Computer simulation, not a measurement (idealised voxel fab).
This section sets out a process module, namely voxel self aligned vias.
It is cross-section cut that appears here, measuring 155 nm in width, its square cells being 5 nm in size.
Just so we're on the same page, the cross-sections are grids of square cells, and they're listed out in bands top to bottom, each band one or more rows deep.
Top, bottom (nm), then materials left to right with widths (nm); lone material tagged "everywhere" fills the whole band edge to edge; "air" = empty space.
Measure heights from 0. That's the level where, below it, the as-received wafer is all one material. The lowest band is bottomless and extends downward; write it as in "0 down".
A width given as "30..40" starts at the first number in the band's top row and ends at the second number in its bottom row, shifting by an equal amount at every step from row to row.
Where a step carries "no alterations made", the cross-section came out of it unchanged, cell for cell.
Voids not open to the top, 8 cells minimum: see "Enclosed void catalog". Written width x height at distance; distance is from the left edge; nm.
Formally, on a step line, whatever follows the settings is a remark that the simulator itself makes on the step.
If you see "overlay nm" on a step's line and that step has a mask, it's telling you how far right of where it was planned the mask ended up; a negative number means it went left instead.

Process steps foreseen in the plan:
- 1: RECEIVE (material Si)
- 2: CONFORMAL_DEP (material SiO2; thk nm 10)
- 3: CONFORMAL_DEP (material SiCN; thk nm 5)
- 4: DIRECTIONAL_DEP (material lowk; thk nm 30)
- 5: MASKED_ETCH (tone open; mask id LINES; width nm 30; pitch nm 65; etch materials lowk; depth nm 30; overlay nm 0)
- 6: CONFORMAL_DEP (material TiN; thk nm 5)
- 7: FILL_DEP (material Ru; thk nm 10)
- 8: CMP (height nm 45)
- 9: SELECTIVE_ETCH (etch materials W Ru TiN; depth nm 5)
- 10: FILL_DEP (material SiN; thk nm 10)
- 11: CMP (height nm 45)
- 12: DIRECTIONAL_DEP (material lowk; thk nm 15)
- 13: PATTERN (tone open; mask id VIAS; material resist; width nm 50; thk nm 15; overlay nm 0)
- 14: DIRECTIONAL_ETCH (etch materials lowk; depth nm 15)
- 15: DIRECTIONAL_ETCH (etch materials SiN; depth nm 5)
- 16: STRIP (etch materials resist)
- 17: CONFORMAL_DEP (material TiN; thk nm 5)
- 18: FILL_DEP (material Cu; thk nm 5)
- 19: CMP (height nm 60)
- 20: CONFORMAL_DEP (material SiCN; thk nm 5)

Received-state cross-section, reflecting completion of step 1:
    0 down | Si everywhere
    Enclosed void catalog: none

Cross-sectional image of the first of two wafers at the end of the module, the run having proceeded as planned:
    65 to 60 | SiCN everywhere
    60 to 50 | lowk=20  TiN=5  Cu=40  TiN=5  lowk=85
    50 to 45 | lowk=20  TiN=15  Cu=20  TiN=15  lowk=85
    45 to 40 | lowk=30  TiN=30  lowk=35  SiN=30  lowk=30
    40 to 20 | lowk=30  TiN=5  Ru=20  TiN=5  lowk=35  TiN=5  Ru=20  TiN=5  lowk=30
    20 to 15 | lowk=30  TiN=30  lowk=35  TiN=30  lowk=30
    15 to 10 | SiCN everywhere
    10 to 0 | SiO2 everywhere
    0 down | Si everywhere
    Enclosed void catalog: none

Cross-sectional view of the second of two wafers upon completion of the module. This wafer shared its starting condition and process plan with the first; one error was made during its execution:
    75 to 60 | SiCN everywhere
    60 to 50 | lowk=20  TiN=5  Cu=40  TiN=5  lowk=85
    50 to 45 | lowk=20  TiN=15  Cu=20  TiN=15  lowk=85
    45 to 40 | lowk=30  TiN=30  lowk=35  SiN=30  lowk=30
    40 to 20 | lowk=30  TiN=5  Ru=20  TiN=5  lowk=35  TiN=5  Ru=20  TiN=5  lowk=30
    20 to 15 | lowk=30  TiN=30  lowk=35  TiN=30  lowk=30
    15 to 10 | SiCN everywhere
    10 to 0 | SiO2 everywhere
    0 down | Si everywhere
    Enclosed void catalog: none
Plan not followed: step 20, actual vs plan mismatch, actual run CONFORMAL_DEP (material SiCN; thk nm 15)
Looking at both finished wafers in cells, the second ends up ahead of or behind the first on some materials: +62 SiCN
